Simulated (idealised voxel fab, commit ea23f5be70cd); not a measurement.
Herein follows the process module entitled voxel wiring stack.
Section cut is 275 nm wide and gridded with 5 nm square cells.
In what follows, cross-sections appear as grids of square cells, described through bands that run from the top down, where every band is one or more rows of cells.
Band entry format. Leading values: height of top, height of bottom, nm. Remainder: materials in left-to-right order, each with its width in nm. Special words: "edge to edge" on a single material, which then fills the band edge to edge; "air", empty space.
The level at which height equals 0 is the one under which the wafer, as it arrives, is entirely one material. No lower edge exists for the bottom band, which continues downward and is notated as in "from 0 down".
So if you see something like "30 to 40" for the width, read it as the top row of the band sitting at the first number and the bottom row at the second, with every row in between moving by the same amount as the last.
The cross-section has no changed cell in any step marked "no change".
"Catalogued sealed voids": empty spaces of 8 cells or more with no open way to the top, each given as width x height at distance, distance from the left edge, all in nm.
That trailing text on a step's line, after the settings, is the simulator's own remark on the step.
Regarding "overlay nm": on a step with a mask, it is the distance the mask lay to the right of its planned place; a negative value places it to the left.

Below is the list of planned process steps:
1) RECEIVE [material Si]
2) CONFORMAL_DEP [material SiO2] [thk nm 15]
3) DIRECTIONAL_DEP [material TiN] [thk nm 5]
4) DIRECTIONAL_DEP [material Ru] [thk nm 20]
5) PATTERN [tone cover] [mask id METAL_1] [material resist] [width nm 30] [pitch nm 50] [thk nm 20] [overlay nm 0]
6) DIRECTIONAL_ETCH [etch materials Ru] [depth nm 20]
7) DIRECTIONAL_ETCH [etch materials TiN] [depth nm 5]
8) STRIP [etch materials resist]
9) CONFORMAL_DEP [material SiN] [thk nm 5]
10) FILL_DEP [material SiO2] [thk nm 5]
11) CMP [height nm 40]
12) CONFORMAL_DEP [material SiCN] [thk nm 5]
13) DIRECTIONAL_DEP [material SiO2] [thk nm 15]
14) MASKED_ETCH [tone open] [mask id PLUG_1] [width nm 15] [etch materials SiO2] [depth nm 15] [overlay nm 0]
15) MASKED_ETCH [tone open] [mask id PLUG_1] [width nm 15] [etch materials SiCN] [depth nm 5] [overlay nm 0]
16) EPI [material Ru] [thk nm 10]
17) EPI [material Ru] [thk nm 10]
18) DIRECTIONAL_DEP [material TiN] [thk nm 5]
19) DIRECTIONAL_DEP [material Ru] [thk nm 25]
20) MASKED_ETCH [tone cover] [mask id METAL_2] [width nm 30] [pitch nm 50] [etch materials Ru] [depth nm 25] [overlay nm 0]
21) MASKED_ETCH [tone cover] [mask id METAL_2] [width nm 30] [pitch nm 50] [etch materials TiN] [depth nm 5] [overlay nm 0]
22) FILL_DEP [material lowk] [thk nm 5]
23) CMP [height nm 90]
24) CONFORMAL_DEP [material SiCN] [thk nm 5]
25) DIRECTIONAL_DEP [material SiO2] [thk nm 20]
26) MASKED_ETCH [tone open] [mask id PLUG_2] [width nm 15] [etch materials SiO2] [depth nm 20] [overlay nm 0]
27) MASKED_ETCH [tone open] [mask id PLUG_2] [width nm 15] [etch materials SiCN] [depth nm 5] [overlay nm 0]
28) EPI [material Ru] [thk nm 10]
29) EPI [material Ru] [thk nm 10]
30) EPI [material Ru] [thk nm 5]
31) DIRECTIONAL_DEP [material TiN] [thk nm 5]
32) DIRECTIONAL_DEP [material W] [thk nm 20]
33) DIRECTIONAL_DEP [material aC] [thk nm 10]
34) PATTERN [tone cover] [mask id METAL_3] [material resist] [width nm 30] [pitch nm 50] [thk nm 30] [overlay nm 0]
35) DIRECTIONAL_ETCH [etch materials aC] [depth nm 10]
36) STRIP [etch materials resist]
37) DIRECTIONAL_ETCH [etch materials W] [depth nm 20]
38) DIRECTIONAL_ETCH [etch materials TiN] [depth nm 5]
39) STRIP [etch materials aC]
40) FILL_DEP [material lowk] [thk nm 5]
41) CMP [height nm 140]
42) CONFORMAL_DEP [material SiCN] [thk nm 5]

As received (post step 1): cross-section:
> from 0 down: Si edge to edge
> Catalogued sealed voids: none

a wafer at the end: this start, this plan, one mistake:
> from 145 to 140: SiCN edge to edge
> from 140 to 120: 95 of lowk | 30 of W | 20 of lowk | 30 of W | 100 of lowk
> from 120 to 115: 95 of lowk | 30 of TiN | 20 of lowk | 30 of TiN | 100 of lowk
> from 115 to 95: 95 of SiO2 | 15 of Ru | 165 of SiO2
> from 95 to 90: 95 of SiCN | 15 of Ru | 165 of SiCN
> from 90 to 65: 95 of lowk | 30 of Ru | 20 of lowk | 30 of Ru | 100 of lowk
> from 65 to 60: 95 of lowk | 30 of TiN | 20 of lowk | 30 of TiN | 100 of lowk
> from 60 to 45: 90 of SiO2 | 25 of Ru | 160 of SiO2
> from 45 to 40: 95 of SiCN | 15 of Ru | 165 of SiCN
> from 40 to 20: 90 of SiO2 | 5 of SiN | 30 of Ru | 5 of SiN | 10 of SiO2 | 5 of SiN | 30 of Ru | 5 of SiN | 95 of SiO2
> from 20 to 15: 95 of SiN | 30 of TiN | 20 of SiN | 30 of TiN | 100 of SiN
> from 15 to 0: SiO2 edge to edge
> from 0 down: Si edge to edge
> Catalogued sealed voids: none
Here's what went sideways: for step 14, the planned setting was not used; the step was instead run as MASKED_ETCH [tone open] [mask id PLUG_1] [width nm 25] [etch materials SiO2] [depth nm 15] [overlay nm 0]
